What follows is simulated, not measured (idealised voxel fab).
Process module under the name voxel plated lines
Displayed cross-section: cut, width of 210 nm, square cells sized 5 nm.
Cross-section layout: square cells on a grid; listed as bands, top to bottom; a band spans one or more cell rows. It is stipulated that each band's entry specify, in nanometres, the height of the top of the band and then that of its bottom, followed by the materials of the band in left-to-right sequence, each together with its width in nanometres. A single material marked by the word "edge to edge" is understood to fill the band from edge to edge; the word "blank" is understood to denote empty space. Where do heights start? At 0: under that level the wafer as delivered is made of one material only. And the lowest band has no floor; it just carries on downward, as in "z 0 and below". Width: "30..40" (first number = top row, second number = bottom row, same change from row to row of cells). The designation "no alterations made", where it is given for a processing step, indicates that no cell of the cross-section was altered in the course of that step. The entry "Sealed void listing" lists the empty spaces that cover at least 8 cells and have no open path to the top. Each is written as width x height at distance, where the distance is measured from the left edge and all three values are in nm. On a step's line, text after the settings is the simulator commenting on that step. A step's line can hold "overlay nm"; with a mask on that step, the setting says how far right of the planned place the mask lay, while a negative setting says it lay to the left.

[This section lists the process steps that were planned]
1,RECEIVE, material Si
2,CONFORMAL_DEP, material Al2O3, thk nm 10
3,DIRECTIONAL_DEP, material TiN, thk nm 5
4,PATTERN, tone open, mask id LINES, material resist, width nm 25, pitch nm 40, thk nm 40, overlay nm 0
5,EPI, material Ru, thk nm 10
6,EPI, material Ru, thk nm 10
7,EPI, material Ru, thk nm 10
8,STRIP, etch materials resist
9,DIRECTIONAL_ETCH, etch materials TiN, depth nm 5
10,CONFORMAL_DEP, material SiN, thk nm 10

[First wafer out of two, processed as planned]

[Step 1 complete: cross-section of the wafer as received]
- z 0 and below  Si edge to edge
- Sealed void listing: none

[Cross-section of the wafer subsequent to step 2]
- z 10 to 0  Al2O3 edge to edge
- Heights below 0 show no change.

[Cross-section of the wafer subsequent to step 3]
- z 15 to 10  TiN edge to edge
- Heights below 10 show no change.

[Cross-section of the wafer subsequent to step 4]
- z 55 to 15  resist 70, blank 25, resist 15, blank 25, resist 75
- Heights below 15 show no change.

[Cross-section of the wafer subsequent to step 5]
- z 55 to 25  resist 70, blank 25, resist 15, blank 25, resist 75
- z 25 to 15  resist 70, Ru 25, resist 15, Ru 25, resist 75
- Heights below 15 show no change.

[Cross-section of the wafer subsequent to step 6]
- z 55 to 35  resist 70, blank 25, resist 15, blank 25, resist 75
- z 35 to 15  resist 70, Ru 25, resist 15, Ru 25, resist 75
- Heights below 15 show no change.

[Cross-section of the wafer subsequent to step 7]
- z 55 to 45  resist 70, blank 25, resist 15, blank 25, resist 75
- z 45 to 15  resist 70, Ru 25, resist 15, Ru 25, resist 75
- Heights below 15 show no change.

[Cross-section of the wafer subsequent to step 8]
- z 45 to 15  blank 70, Ru 25, blank 15, Ru 25, blank 75
- Heights below 15 show no change.

[Cross-section of the wafer subsequent to step 9]
- z 45 to 15  blank 70, Ru 25, blank 15, Ru 25, blank 75
- z 15 to 10  blank 70, TiN 25, blank 15, TiN 25, blank 75
- Heights below 10 show no change.

[Cross-section of the wafer subsequent to step 10]
- z 55 to 45  blank 60, SiN 85, blank 65
- z 45 to 20  blank 60, SiN 10, Ru 25, SiN 15, Ru 25, SiN 10, blank 65
- z 20 to 15  SiN 70, Ru 25, SiN 15, Ru 25, SiN 75
- z 15 to 10  SiN 70, TiN 25, SiN 15, TiN 25, SiN 75
- Heights below 10 show no change.

[Wafer two of the pair: same origin, same plan, one error during the run; identical to wafer one up to and including step 1]

[Second wafer, cut view, end of step 2 per plan]
- z 15 to 0  Al2O3 edge to edge
- Heights below 0 show no change.

[Second wafer, cut view, end of step 3 per plan]
- z 20 to 15  TiN edge to edge
- Heights below 15 show no change.

[Second wafer, cut view, end of step 4 per plan]
- z 60 to 20  resist 70, blank 25, resist 15, blank 25, resist 75
- Heights below 20 show no change.

[Second wafer, cut view, end of step 5 per plan]
- z 60 to 30  resist 70, blank 25, resist 15, blank 25, resist 75
- z 30 to 20  resist 70, Ru 25, resist 15, Ru 25, resist 75
- Heights below 20 show no change.

[Second wafer, cut view, end of step 6 per plan]
- z 60 to 40  resist 70, blank 25, resist 15, blank 25, resist 75
- z 40 to 20  resist 70, Ru 25, resist 15, Ru 25, resist 75
- Heights below 20 show no change.

[Second wafer, cut view, end of step 7 per plan]
- z 60 to 50  resist 70, blank 25, resist 15, blank 25, resist 75
- z 50 to 20  resist 70, Ru 25, resist 15, Ru 25, resist 75
- Heights below 20 show no change.

[Second wafer, cut view, end of step 8 per plan]
- z 50 to 20  blank 70, Ru 25, blank 15, Ru 25, blank 75
- Heights below 20 show no change.

[Second wafer, cut view, end of step 9 per plan]
- z 50 to 20  blank 70, Ru 25, blank 15, Ru 25, blank 75
- z 20 to 15  blank 70, TiN 25, blank 15, TiN 25, blank 75
- Heights below 15 show no change.

[Second wafer, cut view, end of step 10 per plan]
- z 60 to 50  blank 60, SiN 85, blank 65
- z 50 to 25  blank 60, SiN 10, Ru 25, SiN 15, Ru 25, SiN 10, blank 65
- z 25 to 20  SiN 70, Ru 25, SiN 15, Ru 25, SiN 75
- z 20 to 15  SiN 70, TiN 25, SiN 15, TiN 25, SiN 75
- Heights below 15 show no change.
It is concluded that the wafer was processed incorrectly with respect to the plan, in that note that step 2 departed from the planned setting and was carried out as CONFORMAL_DEP, material Al2O3, thk nm 15
In the final state, the cell counts of the second wafer exceed or fall short of those of the first for the following materials: Al2O3 +42
